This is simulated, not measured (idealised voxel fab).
A process module follows: voxel local oxidation.
FYI the section here is cut, 175 nm wide, cells are 5 nm squares.
Format of a cross-section: grid, square cells. Given as bands. Order: top down. Band: one or more rows of cells. This entry defines a band. It first specifies the height of the band's top and the height of its bottom in nm, and then specifies the band's materials from left to right, stating each material with its width in nm. The word "everywhere" identifies a single material that fills the band from edge to edge, while the word "blank" identifies empty space. Height 0 is the level under which the wafer as received is all one material. The lowest band goes on downwards, as in "0 nm and below". It should be noted that a width expressed as "30->40" varies in equal increments from row to row of cells within the band, taking the value of the first number at the top row and that of the second number at the bottom row. Step marked "no alteration"? Then no cell in the cross-section changed in it. "Completely sealed voids" contains a list of empty spaces, each no smaller than 8 cells and without an open way to the top, written in the form width x height at distance with the distance from the left edge and all three in nm. Whatever follows a step's settings on its line is a remark the simulator itself makes about that step. What "overlay nm" on a step's line means: if the step has a mask, that mask lay this far to the right of its planned place, or, when the value is negative, to the left.

**The planned process steps are enumerated hereunder**
1: RECEIVE,material Si
2: OXIDIZE,depth nm 5
3: CONFORMAL_DEP,material SiN,thk nm 15
4: PATTERN,tone cover,mask id ACTIVE,material resist,width nm 95,thk nm 20,overlay nm 0
5: DIRECTIONAL_ETCH,etch materials SiN,depth nm 15
6: STRIP,etch materials resist
7: SELECTIVE_ETCH,etch materials SiO2,depth nm 5
8: OXIDIZE,depth nm 15
9: STRIP,etch materials SiN

**Of two wafers, the first: run according to plan**

**as received, after step 1**
    0 nm and below | Si everywhere
    Completely sealed voids: none

**Step 2 complete: cross-section through the wafer**
    0 nm to -5 nm | SiO2 everywhere
    Below a height of -5, the structure has not been altered.

**Step 3 complete: cross-section through the wafer**
    15 nm to 0 nm | SiN everywhere
    Below a height of 0, the structure has not been altered.

**Step 4 complete: cross-section through the wafer**
    35 nm to 15 nm | 40 blank, 95 resist, 40 blank
    Below a height of 15, the structure has not been altered.

**Step 5 complete: cross-section through the wafer**
    35 nm to 15 nm | 40 blank, 95 resist, 40 blank
    15 nm to 0 nm | 40 blank, 95 SiN, 40 blank
    Below a height of 0, the structure has not been altered.

**Step 6 complete: cross-section through the wafer**
    15 nm to 0 nm | 40 blank, 95 SiN, 40 blank
    Below a height of 0, the structure has not been altered.

**Step 7 complete: cross-section through the wafer**
    15 nm to 0 nm | 40 blank, 95 SiN, 40 blank
    0 nm to -5 nm | 45 blank, 85 SiO2, 45 blank
    Below a height of -5, the structure has not been altered.

**Step 8 complete: cross-section through the wafer**
    15 nm to 0 nm | 40 blank, 95 SiN, 40 blank
    0 nm to -5 nm | 45 blank, 85 SiO2, 45 blank
    -5 nm to -20 nm | 60 SiO2, 55 Si, 60 SiO2
    Below a height of -20, the structure has not been altered.

**Step 9 complete: cross-section through the wafer**
    0 nm to -5 nm | 45 blank, 85 SiO2, 45 blank
    Below a height of -5, the structure has not been altered.

**Here the second wafer is described. Its start and its plan were those of the first wafer. Its run contained one mistake. Up to and including step 3, it did exactly what the first wafer did**

**Second wafer shown in cross-section at the time step 4 was slated to end**
    35 nm to 15 nm | 35 blank, 105 resist, 35 blank
    Below a height of 15, the structure has not been altered.

**Second wafer shown in cross-section at the time step 5 was slated to end**
    35 nm to 15 nm | 35 blank, 105 resist, 35 blank
    15 nm to 0 nm | 35 blank, 105 SiN, 35 blank
    Below a height of 0, the structure has not been altered.

**Second wafer shown in cross-section at the time step 6 was slated to end**
    15 nm to 0 nm | 35 blank, 105 SiN, 35 blank
    Below a height of 0, the structure has not been altered.

**Second wafer shown in cross-section at the time step 7 was slated to end**
    15 nm to 0 nm | 35 blank, 105 SiN, 35 blank
    0 nm to -5 nm | 40 blank, 95 SiO2, 40 blank
    Below a height of -5, the structure has not been altered.

**Second wafer shown in cross-section at the time step 8 was slated to end**
    15 nm to 0 nm | 35 blank, 105 SiN, 35 blank
    0 nm to -5 nm | 40 blank, 95 SiO2, 40 blank
    -5 nm to -20 nm | 55 SiO2, 65 Si, 55 SiO2
    Below a height of -20, the structure has not been altered.

**Second wafer shown in cross-section at the time step 9 was slated to end**
    0 nm to -5 nm | 40 blank, 95 SiO2, 40 blank
    Below a height of -5, the structure has not been altered.
Where did the run depart from the plan? note that step 4 departed from the planned setting and was carried out as PATTERN,tone cover,mask id ACTIVE,material resist,width nm 105,thk nm 20,overlay nm 0
FYI, end of process, the second wafer has more or fewer cells of some materials than the first: Si +6 | SiO2 -4
